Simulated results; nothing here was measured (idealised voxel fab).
process module | voxel self aligned vias
cross-section cut | 185 nm wide | cells 5 nm
A cross-section is a grid of square cells, given in bands from the top down. A band is one or more rows of cells.
Each band's line starts with the height of the band's top and of its bottom, in nm. Then come its materials from left to right, each with its width in nm. One material with "throughout" fills the band from edge to edge. "air" is empty space.
Height 0 is the level under which the wafer as received is all one material. The lowest band goes on downwards, as in "0 down".
A width such as "30 to 40" changes by the same amount from each row of cells to the next, from the band's top row to its bottom row.
"no change" after a step means that no cell of the cross-section changed.
closed voids: empty space of 8 cells or more with no open way to the top, each as width x height at its distance from the left edge, in nm
after a step's settings: what the simulator itself notes on the step
overlay nm, on a step with a mask: how far to the right of its planned place the mask lay; to the left if negative
Each pair below shows a cross-section before one step and the cross-section after it, down to the lowest band that changed. The line under each pair gives the step between them, with its settings. The pairs can come from different runs of this module on the same starting wafer, so a pair continues from the pair above only where its "before" says so.
before
  0 down: Si throughout
  closed voids: none
after
  15 to 0: SiO2 throughout
  below 0: unchanged
  closed voids: none
the step between: op CONFORMAL_DEP | material SiO2 | thk nm 15
before: the cross-section after the pair above
after
  20 to 15: SiCN throughout
  below 15: unchanged
  closed voids: none
the step between: op CONFORMAL_DEP | material SiCN | thk nm 5
before: the cross-section after the pair above
after
  50 to 20: lowk throughout
  below 20: unchanged
  closed voids: none
the step between: op DIRECTIONAL_DEP | material lowk | thk nm 30
before: the cross-section after the pair above
after
  65 to 50: resist 20 | air 20 | resist 40 | air 20 | resist 40 | air 20 | resist 25
  below 50: unchanged
  closed voids: none
the step between: op PATTERN | tone open | mask id LINES | material resist | width nm 20 | pitch nm 60 | thk nm 15 | overlay nm 0
before: the cross-section after the pair above
after
  65 to 50: resist 20 | air 20 | resist 40 | air 20 | resist 40 | air 20 | resist 25
  50 to 20: lowk 20 | air 20 | lowk 40 | air 20 | lowk 40 | air 20 | lowk 25
  below 20: unchanged
  closed voids: none
the step between: op DIRECTIONAL_ETCH | etch materials lowk | depth nm 30
before: the cross-section after the pair above
after
  50 to 20: lowk 20 | air 20 | lowk 40 | air 20 | lowk 40 | air 20 | lowk 25
  below 20: unchanged
  closed voids: none
the step between: op STRIP | etch materials resist
before: the cross-section after the pair above
after
  55 to 50: TiN 25 | air 10 | TiN 50 | air 10 | TiN 50 | air 10 | TiN 30
  50 to 25: lowk 20 | TiN 5 | air 10 | TiN 5 | lowk 40 | TiN 5 | air 10 | TiN 5 | lowk 40 | TiN 5 | air 10 | TiN 5 | lowk 25
  25 to 20: lowk 20 | TiN 20 | lowk 40 | TiN 20 | lowk 40 | TiN 20 | lowk 25
  below 20: unchanged
  closed voids: none
the step between: op CONFORMAL_DEP | material TiN | thk nm 5
before: the cross-section after the pair above
after
  65 to 55: Ru throughout
  55 to 50: TiN 25 | Ru 10 | TiN 50 | Ru 10 | TiN 50 | Ru 10 | TiN 30
  50 to 25: lowk 20 | TiN 5 | Ru 10 | TiN 5 | lowk 40 | TiN 5 | Ru 10 | TiN 5 | lowk 40 | TiN 5 | Ru 10 | TiN 5 | lowk 25
  below 25: unchanged
  closed voids: none
the step between: op FILL_DEP | material Ru | thk nm 10
before: the cross-section after the pair above
after
  50 to 25: lowk 20 | TiN 5 | Ru 10 | TiN 5 | lowk 40 | TiN 5 | Ru 10 | TiN 5 | lowk 40 | TiN 5 | Ru 10 | TiN 5 | lowk 25
  below 25: unchanged
  closed voids: none
the step between: op CMP | height nm 50
before: the cross-section after the pair above
after
  50 to 40: lowk 20 | air 20 | lowk 40 | air 20 | lowk 40 | air 20 | lowk 25
  below 40: unchanged
  closed voids: none
the step between: op SELECTIVE_ETCH | etch materials W Ru TiN | depth nm 10
before: the cross-section after the pair above
after
  60 to 50: SiN throughout
  50 to 40: lowk 20 | SiN 20 | lowk 40 | SiN 20 | lowk 40 | SiN 20 | lowk 25
  below 40: unchanged
  closed voids: none
the step between: op FILL_DEP | material SiN | thk nm 10
before: the cross-section after the pair above
after
  50 to 40: lowk 20 | SiN 20 | lowk 40 | SiN 20 | lowk 40 | SiN 20 | lowk 25
  below 40: unchanged
  closed voids: none
the step between: op CMP | height nm 50
before: the cross-section after the pair above
after
  65 to 50: lowk throughout
  below 50: unchanged
  closed voids: none
the step between: op DIRECTIONAL_DEP | material lowk | thk nm 15
before: the cross-section after the pair above
after
  85 to 65: resist 15 | air 30 | resist 30 | air 30 | resist 30 | air 30 | resist 20
  below 65: unchanged
  closed voids: none
the step between: op PATTERN | tone open | mask id VIAS | material resist | width nm 30 | pitch nm 60 | thk nm 20 | overlay nm 0
before: the cross-section after the pair above
after
  85 to 65: resist 15 | air 30 | resist 30 | air 30 | resist 30 | air 30 | resist 20
  65 to 50: lowk 15 | air 30 | lowk 30 | air 30 | lowk 30 | air 30 | lowk 20
  below 50: unchanged
  closed voids: none
the step between: op DIRECTIONAL_ETCH | etch materials lowk | depth nm 15
before: the cross-section after the pair above
after
  85 to 65: resist 15 | air 30 | resist 30 | air 30 | resist 30 | air 30 | resist 20
  65 to 50: lowk 15 | air 30 | lowk 30 | air 30 | lowk 30 | air 30 | lowk 20
  50 to 40: lowk 20 | air 20 | lowk 40 | air 20 | lowk 40 | air 20 | lowk 25
  below 40: unchanged
  closed voids: none
the step between: op DIRECTIONAL_ETCH | etch materials SiN | depth nm 10
before: the cross-section after the pair above
after
  65 to 50: lowk 15 | air 30 | lowk 30 | air 30 | lowk 30 | air 30 | lowk 20
  below 50: unchanged
  closed voids: none
the step between: op STRIP | etch materials resist
before: the cross-section after the pair above
after
  70 to 65: TiN 20 | air 20 | TiN 40 | air 20 | TiN 40 | air 20 | TiN 25
  65 to 55: lowk 15 | TiN 5 | air 20 | TiN 5 | lowk 30 | TiN 5 | air 20 | TiN 5 | lowk 30 | TiN 5 | air 20 | TiN 5 | lowk 20
  55 to 45: lowk 15 to 20 | TiN 10 to 5 | air 10 | TiN 10 to 5 | lowk 30 to 40 | TiN 10 to 5 | air 10 | TiN 10 to 5 | lowk 30 to 40 | TiN 10 to 5 | air 10 | TiN 10 to 5 | lowk 20 to 25
  45 to 40: lowk 20 | TiN 20 | lowk 40 | TiN 20 | lowk 40 | TiN 20 | lowk 25
  below 40: unchanged
  closed voids: none
the step between: op CONFORMAL_DEP | material TiN | thk nm 5
before: the cross-section after the pair above
after
  75 to 70: Ru throughout
  70 to 65: TiN 20 | Ru 20 | TiN 40 | Ru 20 | TiN 40 | Ru 20 | TiN 25
  65 to 55: lowk 15 | TiN 5 | Ru 20 | TiN 5 | lowk 30 | TiN 5 | Ru 20 | TiN 5 | lowk 30 | TiN 5 | Ru 20 | TiN 5 | lowk 20
  55 to 45: lowk 15 to 20 | TiN 10 to 5 | Ru 10 | TiN 10 to 5 | lowk 30 to 40 | TiN 10 to 5 | Ru 10 | TiN 10 to 5 | lowk 30 to 40 | TiN 10 to 5 | Ru 10 | TiN 10 to 5 | lowk 20 to 25
  below 45: unchanged
  closed voids: none
the step between: op FILL_DEP | material Ru | thk nm 5
before: the cross-section after the pair above
after
  65 to 55: lowk 15 | TiN 5 | Ru 20 | TiN 5 | lowk 30 | TiN 5 | Ru 20 | TiN 5 | lowk 30 | TiN 5 | Ru 20 | TiN 5 | lowk 20
  below 55: unchanged
  closed voids: none
the step between: op CMP | height nm 65
before: the cross-section after the pair above
after
  70 to 65: SiN throughout
  below 65: unchanged
  closed voids: none
the step between: op CONFORMAL_DEP | material SiN | thk nm 5
before
  15 to 0: SiO2 throughout
  0 down: Si throughout
  closed voids: none
after
  45 to 15: lowk throughout
  below 15: unchanged
  closed voids: none
the step between: op DIRECTIONAL_DEP | material lowk | thk nm 30
before: the cross-section after the pair above
after
  60 to 45: resist 20 | air 20 | resist 40 | air 20 | resist 40 | air 20 | resist 25
  below 45: unchanged
  closed voids: none
the step between: op PATTERN | tone open | mask id LINES | material resist | width nm 20 | pitch nm 60 | thk nm 15 | overlay nm 0
before: the cross-section after the pair above
after
  60 to 45: resist 20 | air 20 | resist 40 | air 20 | resist 40 | air 20 | resist 25
  45 to 15: lowk 20 | air 20 | lowk 40 | air 20 | lowk 40 | air 20 | lowk 25
  below 15: unchanged
  closed voids: none
the step between: op DIRECTIONAL_ETCH | etch materials lowk | depth nm 30
before: the cross-section after the pair above
after
  45 to 15: lowk 20 | air 20 | lowk 40 | air 20 | lowk 40 | air 20 | lowk 25
  below 15: unchanged
  closed voids: none
the step between: op STRIP | etch materials resist
before: the cross-section after the pair above
after
  50 to 45: TiN 25 | air 10 | TiN 50 | air 10 | TiN 50 | air 10 | TiN 30
  45 to 20: lowk 20 | TiN 5 | air 10 | TiN 5 | lowk 40 | TiN 5 | air 10 | TiN 5 | lowk 40 | TiN 5 | air 10 | TiN 5 | lowk 25
  20 to 15: lowk 20 | TiN 20 | lowk 40 | TiN 20 | lowk 40 | TiN 20 | lowk 25
  below 15: unchanged
  closed voids: none
the step between: op CONFORMAL_DEP | material TiN | thk nm 5
before: the cross-section after the pair above
after
  60 to 50: Ru throughout
  50 to 45: TiN 25 | Ru 10 | TiN 50 | Ru 10 | TiN 50 | Ru 10 | TiN 30
  45 to 20: lowk 20 | TiN 5 | Ru 10 | TiN 5 | lowk 40 | TiN 5 | Ru 10 | TiN 5 | lowk 40 | TiN 5 | Ru 10 | TiN 5 | lowk 25
  below 20: unchanged
  closed voids: none
the step between: op FILL_DEP | material Ru | thk nm 10
before: the cross-section after the pair above
after
  50 to 45: TiN 25 | Ru 10 | TiN 50 | Ru 10 | TiN 50 | Ru 10 | TiN 30
  below 45: unchanged
  closed voids: none
the step between: op CMP | height nm 50
before: the cross-section after the pair above
after
  45 to 40: lowk 20 | air 20 | lowk 40 | air 20 | lowk 40 | air 20 | lowk 25
  below 40: unchanged
  closed voids: none
the step between: op SELECTIVE_ETCH | etch materials W Ru TiN | depth nm 10
before: the cross-section after the pair above
after
  55 to 45: SiN throughout
  45 to 40: lowk 20 | SiN 20 | lowk 40 | SiN 20 | lowk 40 | SiN 20 | lowk 25
  below 40: unchanged
  closed voids: none
the step between: op FILL_DEP | material SiN | thk nm 10
before: the cross-section after the pair above
after
  50 to 45: SiN throughout
  below 45: unchanged
  closed voids: none
the step between: op CMP | height nm 50
before: the cross-section after the pair above
after
  65 to 50: lowk throughout
  below 50: unchanged
  closed voids: none
the step between: op DIRECTIONAL_DEP | material lowk | thk nm 15
before: the cross-section after the pair above
after
  85 to 65: resist 15 | air 30 | resist 30 | air 30 | resist 30 | air 30 | resist 20
  below 65: unchanged
  closed voids: none
the step between: op PATTERN | tone open | mask id VIAS | material resist | width nm 30 | pitch nm 60 | thk nm 20 | overlay nm 0
before: the cross-section after the pair above
after
  85 to 65: resist 15 | air 30 | resist 30 | air 30 | resist 30 | air 30 | resist 20
  65 to 50: lowk 15 | air 30 | lowk 30 | air 30 | lowk 30 | air 30 | lowk 20
  below 50: unchanged
  closed voids: none
the step between: op DIRECTIONAL_ETCH | etch materials lowk | depth nm 15
before: the cross-section after the pair above
after
  85 to 65: resist 15 | air 30 | resist 30 | air 30 | resist 30 | air 30 | resist 20
  65 to 50: lowk 15 | air 30 | lowk 30 | air 30 | lowk 30 | air 30 | lowk 20
  50 to 45: SiN 15 | air 30 | SiN 30 | air 30 | SiN 30 | air 30 | SiN 20
  45 to 40: lowk 20 | air 20 | lowk 40 | air 20 | lowk 40 | air 20 | lowk 25
  below 40: unchanged
  closed voids: none
the step between: op DIRECTIONAL_ETCH | etch materials SiN | depth nm 10
before: the cross-section after the pair above
after
  65 to 50: lowk 15 | air 30 | lowk 30 | air 30 | lowk 30 | air 30 | lowk 20
  below 50: unchanged
  closed voids: none
the step between: op STRIP | etch materials resist
before: the cross-section after the pair above
after
  70 to 65: TiN 20 | air 20 | TiN 40 | air 20 | TiN 40 | air 20 | TiN 25
  65 to 50: lowk 15 | TiN 5 | air 20 | TiN 5 | lowk 30 | TiN 5 | air 20 | TiN 5 | lowk 30 | TiN 5 | air 20 | TiN 5 | lowk 20
  50 to 45: SiN 15 | TiN 10 | air 10 | TiN 10 | SiN 30 | TiN 10 | air 10 | TiN 10 | SiN 30 | TiN 10 | air 10 | TiN 10 | SiN 20
  45 to 40: lowk 20 | TiN 20 | lowk 40 | TiN 20 | lowk 40 | TiN 20 | lowk 25
  below 40: unchanged
  closed voids: none
the step between: op CONFORMAL_DEP | material TiN | thk nm 5
before: the cross-section after the pair above
after
  75 to 70: Ru throughout
  70 to 65: TiN 20 | Ru 20 | TiN 40 | Ru 20 | TiN 40 | Ru 20 | TiN 25
  65 to 50: lowk 15 | TiN 5 | Ru 20 | TiN 5 | lowk 30 | TiN 5 | Ru 20 | TiN 5 | lowk 30 | TiN 5 | Ru 20 | TiN 5 | lowk 20
  50 to 45: SiN 15 | TiN 10 | Ru 10 | TiN 10 | SiN 30 | TiN 10 | Ru 10 | TiN 10 | SiN 30 | TiN 10 | Ru 10 | TiN 10 | SiN 20
  below 45: unchanged
  closed voids: none
the step between: op FILL_DEP | material Ru | thk nm 5
before: the cross-section after the pair above
after
  65 to 50: lowk 15 | TiN 5 | Ru 20 | TiN 5 | lowk 30 | TiN 5 | Ru 20 | TiN 5 | lowk 30 | TiN 5 | Ru 20 | TiN 5 | lowk 20
  below 50: unchanged
  closed voids: none
the step between: op CMP | height nm 65
before: the cross-section after the pair above
after
  70 to 65: SiN throughout
  below 65: unchanged
  closed voids: none
the step between: op CONFORMAL_DEP | material SiN | thk nm 5
before
  85 to 65: resist 15 | air 30 | resist 30 | air 30 | resist 30 | air 30 | resist 20
  65 to 50: lowk 15 | air 30 | lowk 30 | air 30 | lowk 30 | air 30 | lowk 20
  50 to 40: lowk 20 | SiN 20 | lowk 40 | SiN 20 | lowk 40 | SiN 20 | lowk 25
  40 to 25: lowk 20 | TiN 5 | Ru 10 | TiN 5 | lowk 40 | TiN 5 | Ru 10 | TiN 5 | lowk 40 | TiN 5 | Ru 10 | TiN 5 | lowk 25
  25 to 20: lowk 20 | TiN 20 | lowk 40 | TiN 20 | lowk 40 | TiN 20 | lowk 25
  20 to 15: SiCN throughout
  15 to 0: SiO2 throughout
  0 down: Si throughout
  closed voids: none
after
  85 to 65: resist 15 | air 30 | resist 30 | air 30 | resist 30 | air 30 | resist 20
  65 to 50: lowk 15 | air 30 | lowk 30 | air 30 | lowk 30 | air 30 | lowk 20
  50 to 40: lowk 15 | air 5 | SiN 20 | air 5 | lowk 30 | air 5 | SiN 20 | air 5 | lowk 30 | air 5 | SiN 20 | air 5 | lowk 20
  40 to 35: lowk 15 | air 5 | TiN 5 | Ru 10 | TiN 5 | air 5 | lowk 30 | air 5 | TiN 5 | Ru 10 | TiN 5 | air 5 | lowk 30 | air 5 | TiN 5 | Ru 10 | TiN 5 | air 5 | lowk 20
  below 35: unchanged
  closed voids: none
the step between: op DIRECTIONAL_ETCH | etch materials lowk | depth nm 15
before: the cross-section after the pair above
after
  85 to 65: resist 15 | air 30 | resist 30 | air 30 | resist 30 | air 30 | resist 20
  65 to 40: lowk 15 | air 30 | lowk 30 | air 30 | lowk 30 | air 30 | lowk 20
  below 40: unchanged
  closed voids: none
the step between: op DIRECTIONAL_ETCH | etch materials SiN | depth nm 10
before: the cross-section after the pair above
after
  65 to 40: lowk 15 | air 30 | lowk 30 | air 30 | lowk 30 | air 30 | lowk 20
  below 40: unchanged
  closed voids: none
the step between: op STRIP | etch materials resist
before: the cross-section after the pair above
after
  70 to 65: TiN 20 | air 20 | TiN 40 | air 20 | TiN 40 | air 20 | TiN 25
  65 to 45: lowk 15 | TiN 5 | air 20 | TiN 5 | lowk 30 | TiN 5 | air 20 | TiN 5 | lowk 30 | TiN 5 | air 20 | TiN 5 | lowk 20
  45 to 40: lowk 15 | TiN 30 | lowk 30 | TiN 30 | lowk 30 | TiN 30 | lowk 20
  40 to 35: lowk 15 | TiN 10 | Ru 10 | TiN 10 | lowk 30 | TiN 10 | Ru 10 | TiN 10 | lowk 30 | TiN 10 | Ru 10 | TiN 10 | lowk 20
  below 35: unchanged
  closed voids: none
the step between: op CONFORMAL_DEP | material TiN | thk nm 5
before: the cross-section after the pair above
after
  75 to 70: Ru throughout
  70 to 65: TiN 20 | Ru 20 | TiN 40 | Ru 20 | TiN 40 | Ru 20 | TiN 25
  65 to 45: lowk 15 | TiN 5 | Ru 20 | TiN 5 | lowk 30 | TiN 5 | Ru 20 | TiN 5 | lowk 30 | TiN 5 | Ru 20 | TiN 5 | lowk 20
  below 45: unchanged
  closed voids: none
the step between: op FILL_DEP | material Ru | thk nm 5
before: the cross-section after the pair above
after
  65 to 45: lowk 15 | TiN 5 | Ru 20 | TiN 5 | lowk 30 | TiN 5 | Ru 20 | TiN 5 | lowk 30 | TiN 5 | Ru 20 | TiN 5 | lowk 20
  below 45: unchanged
  closed voids: none
the step between: op CMP | height nm 65
before: the cross-section after the pair above
after
  70 to 65: SiN throughout
  below 65: unchanged
  closed voids: none
the step between: op CONFORMAL_DEP | material SiN | thk nm 5
before
  0 down: Si throughout
  closed voids: none
after
  5 to 0: SiCN throughout
  below 0: unchanged
  closed voids: none
the step between: op CONFORMAL_DEP | material SiCN | thk nm 5
before: the cross-section after the pair above
after
  20 to 5: SiO2 throughout
  below 5: unchanged
  closed voids: none
the step between: op CONFORMAL_DEP | material SiO2 | thk nm 15
before: the cross-section after the pair above
after
  50 to 20: lowk throughout
  below 20: unchanged
  closed voids: none
the step between: op DIRECTIONAL_DEP | material lowk | thk nm 30
before: the cross-section after the pair above
after
  65 to 50: resist 20 | air 20 | resist 40 | air 20 | resist 40 | air 20 | resist 25
  below 50: unchanged
  closed voids: none
the step between: op PATTERN | tone open | mask id LINES | material resist | width nm 20 | pitch nm 60 | thk nm 15 | overlay nm 0
before: the cross-section after the pair above
after
  65 to 50: resist 20 | air 20 | resist 40 | air 20 | resist 40 | air 20 | resist 25
  50 to 20: lowk 20 | air 20 | lowk 40 | air 20 | lowk 40 | air 20 | lowk 25
  below 20: unchanged
  closed voids: none
the step between: op DIRECTIONAL_ETCH | etch materials lowk | depth nm 30
before: the cross-section after the pair above
after
  50 to 20: lowk 20 | air 20 | lowk 40 | air 20 | lowk 40 | air 20 | lowk 25
  below 20: unchanged
  closed voids: none
the step between: op STRIP | etch materials resist
before: the cross-section after the pair above
after
  55 to 50: TiN 25 | air 10 | TiN 50 | air 10 | TiN 50 | air 10 | TiN 30
  50 to 25: lowk 20 | TiN 5 | air 10 | TiN 5 | lowk 40 | TiN 5 | air 10 | TiN 5 | lowk 40 | TiN 5 | air 10 | TiN 5 | lowk 25
  25 to 20: lowk 20 | TiN 20 | lowk 40 | TiN 20 | lowk 40 | TiN 20 | lowk 25
  below 20: unchanged
  closed voids: none
the step between: op CONFORMAL_DEP | material TiN | thk nm 5
before: the cross-section after the pair above
after
  65 to 55: Ru throughout
  55 to 50: TiN 25 | Ru 10 | TiN 50 | Ru 10 | TiN 50 | Ru 10 | TiN 30
  50 to 25: lowk 20 | TiN 5 | Ru 10 | TiN 5 | lowk 40 | TiN 5 | Ru 10 | TiN 5 | lowk 40 | TiN 5 | Ru 10 | TiN 5 | lowk 25
  below 25: unchanged
  closed voids: none
the step between: op FILL_DEP | material Ru | thk nm 10
before: the cross-section after the pair above
after
  50 to 25: lowk 20 | TiN 5 | Ru 10 | TiN 5 | lowk 40 | TiN 5 | Ru 10 | TiN 5 | lowk 40 | TiN 5 | Ru 10 | TiN 5 | lowk 25
  below 25: unchanged
  closed voids: none
the step between: op CMP | height nm 50
before: the cross-section after the pair above
after
  50 to 40: lowk 20 | air 20 | lowk 40 | air 20 | lowk 40 | air 20 | lowk 25
  below 40: unchanged
  closed voids: none
the step between: op SELECTIVE_ETCH | etch materials W Ru TiN | depth nm 10
before: the cross-section after the pair above
after
  60 to 50: SiN throughout
  50 to 40: lowk 20 | SiN 20 | lowk 40 | SiN 20 | lowk 40 | SiN 20 | lowk 25
  below 40: unchanged
  closed voids: none
the step between: op FILL_DEP | material SiN | thk nm 10
before: the cross-section after the pair above
after
  50 to 40: lowk 20 | SiN 20 | lowk 40 | SiN 20 | lowk 40 | SiN 20 | lowk 25
  below 40: unchanged
  closed voids: none
the step between: op CMP | height nm 50
before: the cross-section after the pair above
after
  65 to 50: lowk throughout
  below 50: unchanged
  closed voids: none
the step between: op DIRECTIONAL_DEP | material lowk | thk nm 15
before: the cross-section after the pair above
after
  85 to 65: resist 15 | air 30 | resist 30 | air 30 | resist 30 | air 30 | resist 20
  below 65: unchanged
  closed voids: none
the step between: op PATTERN | tone open | mask id VIAS | material resist | width nm 30 | pitch nm 60 | thk nm 20 | overlay nm 0
before: the cross-section after the pair above
after
  85 to 65: resist 15 | air 30 | resist 30 | air 30 | resist 30 | air 30 | resist 20
  65 to 50: lowk 15 | air 30 | lowk 30 | air 30 | lowk 30 | air 30 | lowk 20
  below 50: unchanged
  closed voids: none
the step between: op DIRECTIONAL_ETCH | etch materials lowk | depth nm 15
before: the cross-section after the pair above
after
  85 to 65: resist 15 | air 30 | resist 30 | air 30 | resist 30 | air 30 | resist 20
  65 to 50: lowk 15 | air 30 | lowk 30 | air 30 | lowk 30 | air 30 | lowk 20
  50 to 40: lowk 20 | air 20 | lowk 40 | air 20 | lowk 40 | air 20 | lowk 25
  below 40: unchanged
  closed voids: none
the step between: op DIRECTIONAL_ETCH | etch materials SiN | depth nm 10
before: the cross-section after the pair above
after
  65 to 50: lowk 15 | air 30 | lowk 30 | air 30 | lowk 30 | air 30 | lowk 20
  below 50: unchanged
  closed voids: none
the step between: op STRIP | etch materials resist
before: the cross-section after the pair above
after
  70 to 65: TiN 20 | air 20 | TiN 40 | air 20 | TiN 40 | air 20 | TiN 25
  65 to 55: lowk 15 | TiN 5 | air 20 | TiN 5 | lowk 30 | TiN 5 | air 20 | TiN 5 | lowk 30 | TiN 5 | air 20 | TiN 5 | lowk 20
  55 to 45: lowk 15 to 20 | TiN 10 to 5 | air 10 | TiN 10 to 5 | lowk 30 to 40 | TiN 10 to 5 | air 10 | TiN 10 to 5 | lowk 30 to 40 | TiN 10 to 5 | air 10 | TiN 10 to 5 | lowk 20 to 25
  45 to 40: lowk 20 | TiN 20 | lowk 40 | TiN 20 | lowk 40 | TiN 20 | lowk 25
  below 40: unchanged
  closed voids: none
the step between: op CONFORMAL_DEP | material TiN | thk nm 5
before: the cross-section after the pair above
after
  75 to 70: Ru throughout
  70 to 65: TiN 20 | Ru 20 | TiN 40 | Ru 20 | TiN 40 | Ru 20 | TiN 25
  65 to 55: lowk 15 | TiN 5 | Ru 20 | TiN 5 | lowk 30 | TiN 5 | Ru 20 | TiN 5 | lowk 30 | TiN 5 | Ru 20 | TiN 5 | lowk 20
  55 to 45: lowk 15 to 20 | TiN 10 to 5 | Ru 10 | TiN 10 to 5 | lowk 30 to 40 | TiN 10 to 5 | Ru 10 | TiN 10 to 5 | lowk 30 to 40 | TiN 10 to 5 | Ru 10 | TiN 10 to 5 | lowk 20 to 25
  below 45: unchanged
  closed voids: none
the step between: op FILL_DEP | material Ru | thk nm 5
before: the cross-section after the pair above
after
  65 to 55: lowk 15 | TiN 5 | Ru 20 | TiN 5 | lowk 30 | TiN 5 | Ru 20 | TiN 5 | lowk 30 | TiN 5 | Ru 20 | TiN 5 | lowk 20
  below 55: unchanged
  closed voids: none
the step between: op CMP | height nm 65
before: the cross-section after the pair above
after
  70 to 65: SiN throughout
  below 65: unchanged
  closed voids: none
the step between: op CONFORMAL_DEP | material SiN | thk nm 5
before
  0 down: Si throughout
  closed voids: none
after
  5 to 0: SiO2 throughout
  below 0: unchanged
  closed voids: none
the step between: op CONFORMAL_DEP | material SiO2 | thk nm 5
before: the cross-section after the pair above
after
  10 to 5: SiCN throughout
  below 5: unchanged
  closed voids: none
the step between: op CONFORMAL_DEP | material SiCN | thk nm 5
before: the cross-section after the pair above
after
  40 to 10: lowk throughout
  below 10: unchanged
  closed voids: none
the step between: op DIRECTIONAL_DEP | material lowk | thk nm 30
before: the cross-section after the pair above
after
  55 to 40: resist 20 | air 20 | resist 40 | air 20 | resist 40 | air 20 | resist 25
  below 40: unchanged
  closed voids: none
the step between: op PATTERN | tone open | mask id LINES | material resist | width nm 20 | pitch nm 60 | thk nm 15 | overlay nm 0
before: the cross-section after the pair above
after
  55 to 40: resist 20 | air 20 | resist 40 | air 20 | resist 40 | air 20 | resist 25
  40 to 10: lowk 20 | air 20 | lowk 40 | air 20 | lowk 40 | air 20 | lowk 25
  below 10: unchanged
  closed voids: none
the step between: op DIRECTIONAL_ETCH | etch materials lowk | depth nm 30
before: the cross-section after the pair above
after
  40 to 10: lowk 20 | air 20 | lowk 40 | air 20 | lowk 40 | air 20 | lowk 25
  below 10: unchanged
  closed voids: none
the step between: op STRIP | etch materials resist
before: the cross-section after the pair above
after
  45 to 40: TiN 25 | air 10 | TiN 50 | air 10 | TiN 50 | air 10 | TiN 30
  40 to 15: lowk 20 | TiN 5 | air 10 | TiN 5 | lowk 40 | TiN 5 | air 10 | TiN 5 | lowk 40 | TiN 5 | air 10 | TiN 5 | lowk 25
  15 to 10: lowk 20 | TiN 20 | lowk 40 | TiN 20 | lowk 40 | TiN 20 | lowk 25
  below 10: unchanged
  closed voids: none
the step between: op CONFORMAL_DEP | material TiN | thk nm 5
before: the cross-section after the pair above
after
  55 to 45: Ru throughout
  45 to 40: TiN 25 | Ru 10 | TiN 50 | Ru 10 | TiN 50 | Ru 10 | TiN 30
  40 to 15: lowk 20 | TiN 5 | Ru 10 | TiN 5 | lowk 40 | TiN 5 | Ru 10 | TiN 5 | lowk 40 | TiN 5 | Ru 10 | TiN 5 | lowk 25
  below 15: unchanged
  closed voids: none
the step between: op FILL_DEP | material Ru | thk nm 10
before: the cross-section after the pair above
after
  50 to 45: Ru throughout
  below 45: unchanged
  closed voids: none
the step between: op CMP | height nm 50
before: the cross-section after the pair above
after
  40 to 15: lowk 20 | TiN 5 | Ru 10 | TiN 5 | lowk 40 | TiN 5 | Ru 10 | TiN 5 | lowk 40 | TiN 5 | Ru 10 | TiN 5 | lowk 25
  below 15: unchanged
  closed voids: none
the step between: op SELECTIVE_ETCH | etch materials W Ru TiN | depth nm 10
before: the cross-section after the pair above
after
  50 to 40: SiN throughout
  below 40: unchanged
  closed voids: none
the step between: op FILL_DEP | material SiN | thk nm 10
before: the cross-section after the pair above
after
  65 to 50: lowk throughout
  below 50: unchanged
  closed voids: none
the step between: op DIRECTIONAL_DEP | material lowk | thk nm 15
before: the cross-section after the pair above
after
  85 to 65: resist 15 | air 30 | resist 30 | air 30 | resist 30 | air 30 | resist 20
  below 65: unchanged
  closed voids: none
the step between: op PATTERN | tone open | mask id VIAS | material resist | width nm 30 | pitch nm 60 | thk nm 20 | overlay nm 0
before: the cross-section after the pair above
after
  85 to 65: resist 15 | air 30 | resist 30 | air 30 | resist 30 | air 30 | resist 20
  65 to 50: lowk 15 | air 30 | lowk 30 | air 30 | lowk 30 | air 30 | lowk 20
  below 50: unchanged
  closed voids: none
the step between: op DIRECTIONAL_ETCH | etch materials lowk | depth nm 15
before: the cross-section after the pair above
after
  85 to 65: resist 15 | air 30 | resist 30 | air 30 | resist 30 | air 30 | resist 20
  65 to 50: lowk 15 | air 30 | lowk 30 | air 30 | lowk 30 | air 30 | lowk 20
  50 to 40: SiN 15 | air 30 | SiN 30 | air 30 | SiN 30 | air 30 | SiN 20
  below 40: unchanged
  closed voids: none
the step between: op DIRECTIONAL_ETCH | etch materials SiN | depth nm 10
before: the cross-section after the pair above
after
  65 to 50: lowk 15 | air 30 | lowk 30 | air 30 | lowk 30 | air 30 | lowk 20
  below 50: unchanged
  closed voids: none
the step between: op STRIP | etch materials resist
before: the cross-section after the pair above
after
  70 to 65: TiN 20 | air 20 | TiN 40 | air 20 | TiN 40 | air 20 | TiN 25
  65 to 50: lowk 15 | TiN 5 | air 20 | TiN 5 | lowk 30 | TiN 5 | air 20 | TiN 5 | lowk 30 | TiN 5 | air 20 | TiN 5 | lowk 20
  50 to 45: SiN 15 | TiN 5 | air 20 | TiN 5 | SiN 30 | TiN 5 | air 20 | TiN 5 | SiN 30 | TiN 5 | air 20 | TiN 5 | SiN 20
  45 to 40: SiN 15 | TiN 30 | SiN 30 | TiN 30 | SiN 30 | TiN 30 | SiN 20
  below 40: unchanged
  closed voids: none
the step between: op CONFORMAL_DEP | material TiN | thk nm 5
before: the cross-section after the pair above
after
  75 to 70: Ru throughout
  70 to 65: TiN 20 | Ru 20 | TiN 40 | Ru 20 | TiN 40 | Ru 20 | TiN 25
  65 to 50: lowk 15 | TiN 5 | Ru 20 | TiN 5 | lowk 30 | TiN 5 | Ru 20 | TiN 5 | lowk 30 | TiN 5 | Ru 20 | TiN 5 | lowk 20
  50 to 45: SiN 15 | TiN 5 | Ru 20 | TiN 5 | SiN 30 | TiN 5 | Ru 20 | TiN 5 | SiN 30 | TiN 5 | Ru 20 | TiN 5 | SiN 20
  below 45: unchanged
  closed voids: none
the step between: op FILL_DEP | material Ru | thk nm 5
before: the cross-section after the pair above
after
  65 to 50: lowk 15 | TiN 5 | Ru 20 | TiN 5 | lowk 30 | TiN 5 | Ru 20 | TiN 5 | lowk 30 | TiN 5 | Ru 20 | TiN 5 | lowk 20
  below 50: unchanged
  closed voids: none
the step between: op CMP | height nm 65
before: the cross-section after the pair above
after
  70 to 65: SiN throughout
  below 65: unchanged
  closed voids: none
the step between: op CONFORMAL_DEP | material SiN | thk nm 5
before
  50 to 20: lowk throughout
  20 to 15: SiCN throughout
  15 to 0: SiO2 throughout
  0 down: Si throughout
  closed voids: none
after
  65 to 50: resist 25 | air 15 | resist 45 | air 15 | resist 45 | air 15 | resist 25
  below 50: unchanged
  closed voids: none
the step between: op PATTERN | tone open | mask id LINES | material resist | width nm 15 | pitch nm 60 | thk nm 15 | overlay nm 0
before: the cross-section after the pair above
after
  65 to 50: resist 25 | air 15 | resist 45 | air 15 | resist 45 | air 15 | resist 25
  50 to 20: lowk 25 | air 15 | lowk 45 | air 15 | lowk 45 | air 15 | lowk 25
  below 20: unchanged
  closed voids: none
the step between: op DIRECTIONAL_ETCH | etch materials lowk | depth nm 30
before: the cross-section after the pair above
after
  50 to 20: lowk 25 | air 15 | lowk 45 | air 15 | lowk 45 | air 15 | lowk 25
  below 20: unchanged
  closed voids: none
the step between: op STRIP | etch materials resist
